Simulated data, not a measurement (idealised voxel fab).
Process module in this document: voxel self aligned contacts
The cross-section on display is named cut; it measures 290 nm wide, and its cells are 5 nm squares.
How to read a cross-section here: the picture is a grid of square cells, written as bands going from the top down, and any band can span one or more rows of cells. Per band: top height and bottom height in nm, followed by the left-to-right materials and their widths in nm; "throughout" marks a single material spanning edge to edge, "empty" marks empty space. A quick word on heights: they are counted from 0, and under that level the wafer as it came to us is one material throughout. The lowest band is different from the rest in having no bottom; it simply continues downward, written as in "0 -> down". Width "30->40": first value at the band's top row of cells, second value at its bottom row, equal change from row to row. "same as before" after a step means that no cell of the cross-section changed. Heads up: "Trapped voids" only lists the empty pockets with no open path to the top that are 8 cells or more, and it writes them as width x height at distance, distance from the left edge, in nm. Note: text after step settings on the step line = simulator remark on that step. Each step line may optionally specify "overlay nm", which for a step with a mask gives the rightward distance between the mask's planned place and where it lay, a negative value indicating the leftward direction.

[Steps in the process plan]
- 1: RECEIVE (material Si)
- 2: CONFORMAL_DEP (material SiO2; thk nm 5)
- 3: DIRECTIONAL_DEP (material polySi; thk nm 25)
- 4: DIRECTIONAL_DEP (material SiN; thk nm 25)
- 5: PATTERN (tone cover; mask id GATE; material resist; width nm 25; pitch nm 60; thk nm 15; overlay nm 0)
- 6: DIRECTIONAL_ETCH (etch materials SiN; depth nm 25)
- 7: DIRECTIONAL_ETCH (etch materials polySi; depth nm 25)
- 8: STRIP (etch materials resist)
- 9: CONFORMAL_DEP (material SiN; thk nm 10)
- 10: DIRECTIONAL_ETCH (etch materials SiN; depth nm 10)
- 11: FILL_DEP (material SiO2; thk nm 15)
- 12: CMP (height nm 65)
- 13: DIRECTIONAL_DEP (material aC; thk nm 10)
- 14: PATTERN (tone open; mask id CONTACT; material resist; width nm 45; pitch nm 60; thk nm 30; overlay nm 0)
- 15: DIRECTIONAL_ETCH (etch materials aC; depth nm 10)
- 16: STRIP (etch materials resist)
- 17: DIRECTIONAL_ETCH (etch materials SiO2; depth nm 65)
- 18: STRIP (etch materials aC)
- 19: CONFORMAL_DEP (material TiN; thk nm 5)
- 20: FILL_DEP (material W; thk nm 10)
- 21: CMP (height nm 65)
- 22: CONFORMAL_DEP (material SiCN; thk nm 5)

[First wafer, two in total, run as planned]

[Cross-section of the wafer at receipt, which is the condition after step 1]
    0 -> down | Si throughout
    Trapped voids: none

[Wafer after step 2 (cross-section)]
    5 -> 0 | SiO2 throughout
    Anything lower than 0 is untouched.

[Wafer after step 3 (cross-section)]
    30 -> 5 | polySi throughout
    Anything lower than 5 is untouched.

[Wafer after step 4 (cross-section)]
    55 -> 30 | SiN throughout
    Anything lower than 30 is untouched.

[Wafer after step 5 (cross-section)]
    70 -> 55 | 70 of empty / 25 of resist / 35 of empty / 25 of resist / 35 of empty / 25 of resist / 75 of empty
    Anything lower than 55 is untouched.

[Wafer after step 6 (cross-section)]
    70 -> 55 | 70 of empty / 25 of resist / 35 of empty / 25 of resist / 35 of empty / 25 of resist / 75 of empty
    55 -> 30 | 70 of empty / 25 of SiN / 35 of empty / 25 of SiN / 35 of empty / 25 of SiN / 75 of empty
    Anything lower than 30 is untouched.

[Wafer after step 7 (cross-section)]
    70 -> 55 | 70 of empty / 25 of resist / 35 of empty / 25 of resist / 35 of empty / 25 of resist / 75 of empty
    55 -> 30 | 70 of empty / 25 of SiN / 35 of empty / 25 of SiN / 35 of empty / 25 of SiN / 75 of empty
    30 -> 5 | 70 of empty / 25 of polySi / 35 of empty / 25 of polySi / 35 of empty / 25 of polySi / 75 of empty
    Anything lower than 5 is untouched.

[Wafer after step 8 (cross-section)]
    55 -> 30 | 70 of empty / 25 of SiN / 35 of empty / 25 of SiN / 35 of empty / 25 of SiN / 75 of empty
    Anything lower than 30 is untouched.

[Wafer after step 9 (cross-section)]
    65 -> 30 | 60 of empty / 45 of SiN / 15 of empty / 45 of SiN / 15 of empty / 45 of SiN / 65 of empty
    30 -> 15 | 60 of empty / 10 of SiN / 25 of polySi / 10 of SiN / 15 of empty / 10 of SiN / 25 of polySi / 10 of SiN / 15 of empty / 10 of SiN / 25 of polySi / 10 of SiN / 65 of empty
    15 -> 5 | 70 of SiN / 25 of polySi / 35 of SiN / 25 of polySi / 35 of SiN / 25 of polySi / 75 of SiN
    Anything lower than 5 is untouched.

[Wafer after step 10 (cross-section)]
    55 -> 30 | 60 of empty / 45 of SiN / 15 of empty / 45 of SiN / 15 of empty / 45 of SiN / 65 of empty
    30 -> 5 | 60 of empty / 10 of SiN / 25 of polySi / 10 of SiN / 15 of empty / 10 of SiN / 25 of polySi / 10 of SiN / 15 of empty / 10 of SiN / 25 of polySi / 10 of SiN / 65 of empty
    Anything lower than 5 is untouched.

[Wafer after step 11 (cross-section)]
    70 -> 55 | SiO2 throughout
    55 -> 30 | 60 of SiO2 / 45 of SiN / 15 of SiO2 / 45 of SiN / 15 of SiO2 / 45 of SiN / 65 of SiO2
    30 -> 5 | 60 of SiO2 / 10 of SiN / 25 of polySi / 10 of SiN / 15 of SiO2 / 10 of SiN / 25 of polySi / 10 of SiN / 15 of SiO2 / 10 of SiN / 25 of polySi / 10 of SiN / 65 of SiO2
    Anything lower than 5 is untouched.

[Wafer after step 12 (cross-section)]
    65 -> 55 | SiO2 throughout
    Anything lower than 55 is untouched.

[Wafer after step 13 (cross-section)]
    75 -> 65 | aC throughout
    Anything lower than 65 is untouched.

[Wafer after step 14 (cross-section)]
    105 -> 75 | 90 of resist / 45 of empty / 15 of resist / 45 of empty / 95 of resist
    Anything lower than 75 is untouched.

[Wafer after step 15 (cross-section)]
    95 -> 75 | 90 of resist / 45 of empty / 15 of resist / 45 of empty / 95 of resist
    75 -> 65 | 90 of aC / 45 of empty / 15 of aC / 45 of empty / 95 of aC
    Anything lower than 65 is untouched.

[Wafer after step 16 (cross-section)]
    75 -> 65 | 90 of aC / 45 of empty / 15 of aC / 45 of empty / 95 of aC
    Anything lower than 65 is untouched.

[Wafer after step 17 (cross-section)]
    75 -> 65 | 90 of aC / 45 of empty / 15 of aC / 45 of empty / 95 of aC
    65 -> 55 | 90 of SiO2 / 45 of empty / 15 of SiO2 / 45 of empty / 95 of SiO2
    55 -> 30 | 60 of SiO2 / 45 of SiN / 15 of empty / 45 of SiN / 15 of empty / 45 of SiN / 65 of SiO2
    30 -> 5 | 60 of SiO2 / 10 of SiN / 25 of polySi / 10 of SiN / 15 of empty / 10 of SiN / 25 of polySi / 10 of SiN / 15 of empty / 10 of SiN / 25 of polySi / 10 of SiN / 65 of SiO2
    5 -> 0 | 105 of SiO2 / 15 of empty / 45 of SiO2 / 15 of empty / 110 of SiO2
    Anything lower than 0 is untouched.

[Wafer after step 18 (cross-section)]
    65 -> 55 | 90 of SiO2 / 45 of empty / 15 of SiO2 / 45 of empty / 95 of SiO2
    Anything lower than 55 is untouched.

[Wafer after step 19 (cross-section)]
    70 -> 65 | 95 of TiN / 35 of empty / 25 of TiN / 35 of empty / 100 of TiN
    65 -> 55 | 90 of SiO2 / 5->20 of TiN / 35->5 of empty / 5->20 of TiN / 15 of SiO2 / 5->20 of TiN / 35->5 of empty / 5->20 of TiN / 95 of SiO2
    55 -> 30 | 60 of SiO2 / 45 of SiN / 5 of TiN / 5 of empty / 5 of TiN / 45 of SiN / 5 of TiN / 5 of empty / 5 of TiN / 45 of SiN / 65 of SiO2
    30 -> 5 | 60 of SiO2 / 10 of SiN / 25 of polySi / 10 of SiN / 5 of TiN / 5 of empty / 5 of TiN / 10 of SiN / 25 of polySi / 10 of SiN / 5 of TiN / 5 of empty / 5 of TiN / 10 of SiN / 25 of polySi / 10 of SiN / 65 of SiO2
    5 -> 0 | 105 of SiO2 / 15 of TiN / 45 of SiO2 / 15 of TiN / 110 of SiO2
    Anything lower than 0 is untouched.

[Wafer after step 20 (cross-section)]
    80 -> 70 | W throughout
    70 -> 65 | 95 of TiN / 35 of W / 25 of TiN / 35 of W / 100 of TiN
    65 -> 55 | 90 of SiO2 / 5->20 of TiN / 35->5 of W / 5->20 of TiN / 15 of SiO2 / 5->20 of TiN / 35->5 of W / 5->20 of TiN / 95 of SiO2
    55 -> 30 | 60 of SiO2 / 45 of SiN / 5 of TiN / 5 of W / 5 of TiN / 45 of SiN / 5 of TiN / 5 of W / 5 of TiN / 45 of SiN / 65 of SiO2
    30 -> 5 | 60 of SiO2 / 10 of SiN / 25 of polySi / 10 of SiN / 5 of TiN / 5 of W / 5 of TiN / 10 of SiN / 25 of polySi / 10 of SiN / 5 of TiN / 5 of W / 5 of TiN / 10 of SiN / 25 of polySi / 10 of SiN / 65 of SiO2
    Anything lower than 5 is untouched.

[Wafer after step 21 (cross-section)]
    65 -> 55 | 90 of SiO2 / 5->20 of TiN / 35->5 of W / 5->20 of TiN / 15 of SiO2 / 5->20 of TiN / 35->5 of W / 5->20 of TiN / 95 of SiO2
    Anything lower than 55 is untouched.

[Wafer after step 22 (cross-section)]
    70 -> 65 | SiCN throughout
    Anything lower than 65 is untouched.

[Second wafer, same starting state and plan as the first, one mistake in the run, identical through step 4]

[Cross-section of the second wafer corresponding to the planned conclusion of step 5]
    70 -> 55 | 65 of empty / 35 of resist / 25 of empty / 35 of resist / 25 of empty / 35 of resist / 70 of empty
    Anything lower than 55 is untouched.

[Cross-section of the second wafer corresponding to the planned conclusion of step 6]
    70 -> 55 | 65 of empty / 35 of resist / 25 of empty / 35 of resist / 25 of empty / 35 of resist / 70 of empty
    55 -> 30 | 65 of empty / 35 of SiN / 25 of empty / 35 of SiN / 25 of empty / 35 of SiN / 70 of empty
    Anything lower than 30 is untouched.

[Cross-section of the second wafer corresponding to the planned conclusion of step 7]
    70 -> 55 | 65 of empty / 35 of resist / 25 of empty / 35 of resist / 25 of empty / 35 of resist / 70 of empty
    55 -> 30 | 65 of empty / 35 of SiN / 25 of empty / 35 of SiN / 25 of empty / 35 of SiN / 70 of empty
    30 -> 5 | 65 of empty / 35 of polySi / 25 of empty / 35 of polySi / 25 of empty / 35 of polySi / 70 of empty
    Anything lower than 5 is untouched.

[Cross-section of the second wafer corresponding to the planned conclusion of step 8]
    55 -> 30 | 65 of empty / 35 of SiN / 25 of empty / 35 of SiN / 25 of empty / 35 of SiN / 70 of empty
    Anything lower than 30 is untouched.

[Cross-section of the second wafer corresponding to the planned conclusion of step 9]
    65 -> 30 | 55 of empty / 55 of SiN / 5 of empty / 55 of SiN / 5 of empty / 55 of SiN / 60 of empty
    30 -> 15 | 55 of empty / 10 of SiN / 35 of polySi / 10 of SiN / 5 of empty / 10 of SiN / 35 of polySi / 10 of SiN / 5 of empty / 10 of SiN / 35 of polySi / 10 of SiN / 60 of empty
    15 -> 5 | 65 of SiN / 35 of polySi / 25 of SiN / 35 of polySi / 25 of SiN / 35 of polySi / 70 of SiN
    Anything lower than 5 is untouched.

[Cross-section of the second wafer corresponding to the planned conclusion of step 10]
    55 -> 30 | 55 of empty / 55 of SiN / 5 of empty / 55 of SiN / 5 of empty / 55 of SiN / 60 of empty
    30 -> 5 | 55 of empty / 10 of SiN / 35 of polySi / 10 of SiN / 5 of empty / 10 of SiN / 35 of polySi / 10 of SiN / 5 of empty / 10 of SiN / 35 of polySi / 10 of SiN / 60 of empty
    Anything lower than 5 is untouched.

[Cross-section of the second wafer corresponding to the planned conclusion of step 11]
    70 -> 55 | SiO2 throughout
    55 -> 30 | 55 of SiO2 / 55 of SiN / 5 of SiO2 / 55 of SiN / 5 of SiO2 / 55 of SiN / 60 of SiO2
    30 -> 5 | 55 of SiO2 / 10 of SiN / 35 of polySi / 10 of SiN / 5 of SiO2 / 10 of SiN / 35 of polySi / 10 of SiN / 5 of SiO2 / 10 of SiN / 35 of polySi / 10 of SiN / 60 of SiO2
    Anything lower than 5 is untouched.

[Cross-section of the second wafer corresponding to the planned conclusion of step 12]
    65 -> 55 | SiO2 throughout
    Anything lower than 55 is untouched.

[Cross-section of the second wafer corresponding to the planned conclusion of step 13]
    75 -> 65 | aC throughout
    Anything lower than 65 is untouched.

[Cross-section of the second wafer corresponding to the planned conclusion of step 14]
    105 -> 75 | 90 of resist / 45 of empty / 15 of resist / 45 of empty / 95 of resist
    Anything lower than 75 is untouched.

[Cross-section of the second wafer corresponding to the planned conclusion of step 15]
    95 -> 75 | 90 of resist / 45 of empty / 15 of resist / 45 of empty / 95 of resist
    75 -> 65 | 90 of aC / 45 of empty / 15 of aC / 45 of empty / 95 of aC
    Anything lower than 65 is untouched.

[Cross-section of the second wafer corresponding to the planned conclusion of step 16]
    75 -> 65 | 90 of aC / 45 of empty / 15 of aC / 45 of empty / 95 of aC
    Anything lower than 65 is untouched.

[Cross-section of the second wafer corresponding to the planned conclusion of step 17]
    75 -> 65 | 90 of aC / 45 of empty / 15 of aC / 45 of empty / 95 of aC
    65 -> 55 | 90 of SiO2 / 45 of empty / 15 of SiO2 / 45 of empty / 95 of SiO2
    55 -> 30 | 55 of SiO2 / 55 of SiN / 5 of empty / 55 of SiN / 5 of empty / 55 of SiN / 60 of SiO2
    30 -> 5 | 55 of SiO2 / 10 of SiN / 35 of polySi / 10 of SiN / 5 of empty / 10 of SiN / 35 of polySi / 10 of SiN / 5 of empty / 10 of SiN / 35 of polySi / 10 of SiN / 60 of SiO2
    5 -> 0 | 110 of SiO2 / 5 of empty / 55 of SiO2 / 5 of empty / 115 of SiO2
    Anything lower than 0 is untouched.

[Cross-section of the second wafer corresponding to the planned conclusion of step 18]
    65 -> 55 | 90 of SiO2 / 45 of empty / 15 of SiO2 / 45 of empty / 95 of SiO2
    Anything lower than 55 is untouched.

[Cross-section of the second wafer corresponding to the planned conclusion of step 19]
    70 -> 65 | 95 of TiN / 35 of empty / 25 of TiN / 35 of empty / 100 of TiN
    65 -> 60 | 90 of SiO2 / 5 of TiN / 35 of empty / 5 of TiN / 15 of SiO2 / 5 of TiN / 35 of empty / 5 of TiN / 95 of SiO2
    60 -> 55 | 90 of SiO2 / 45 of TiN / 15 of SiO2 / 45 of TiN / 95 of SiO2
    55 -> 30 | 55 of SiO2 / 55 of SiN / 5 of TiN / 55 of SiN / 5 of TiN / 55 of SiN / 60 of SiO2
    30 -> 5 | 55 of SiO2 / 10 of SiN / 35 of polySi / 10 of SiN / 5 of TiN / 10 of SiN / 35 of polySi / 10 of SiN / 5 of TiN / 10 of SiN / 35 of polySi / 10 of SiN / 60 of SiO2
    5 -> 0 | 110 of SiO2 / 5 of TiN / 55 of SiO2 / 5 of TiN / 115 of SiO2
    Anything lower than 0 is untouched.

[Cross-section of the second wafer corresponding to the planned conclusion of step 20]
    80 -> 70 | W throughout
    70 -> 65 | 95 of TiN / 35 of W / 25 of TiN / 35 of W / 100 of TiN
    65 -> 60 | 90 of SiO2 / 5 of TiN / 35 of W / 5 of TiN / 15 of SiO2 / 5 of TiN / 35 of W / 5 of TiN / 95 of SiO2
    Anything lower than 60 is untouched.

[Cross-section of the second wafer corresponding to the planned conclusion of step 21]
    65 -> 60 | 90 of SiO2 / 5 of TiN / 35 of W / 5 of TiN / 15 of SiO2 / 5 of TiN / 35 of W / 5 of TiN / 95 of SiO2
    Anything lower than 60 is untouched.

[Cross-section of the second wafer corresponding to the planned conclusion of step 22]
    70 -> 65 | SiCN throughout
    Anything lower than 65 is untouched.
what went wrong: step 5, actual vs plan mismatch, actual run PATTERN (tone cover; mask id GATE; material resist; width nm 35; pitch nm 60; thk nm 15; overlay nm 0)
Final difference in cells, second wafer against first, listed per material as more or fewer: +30 SiN; -16 SiO2; -22 TiN; -22 W; +30 polySi
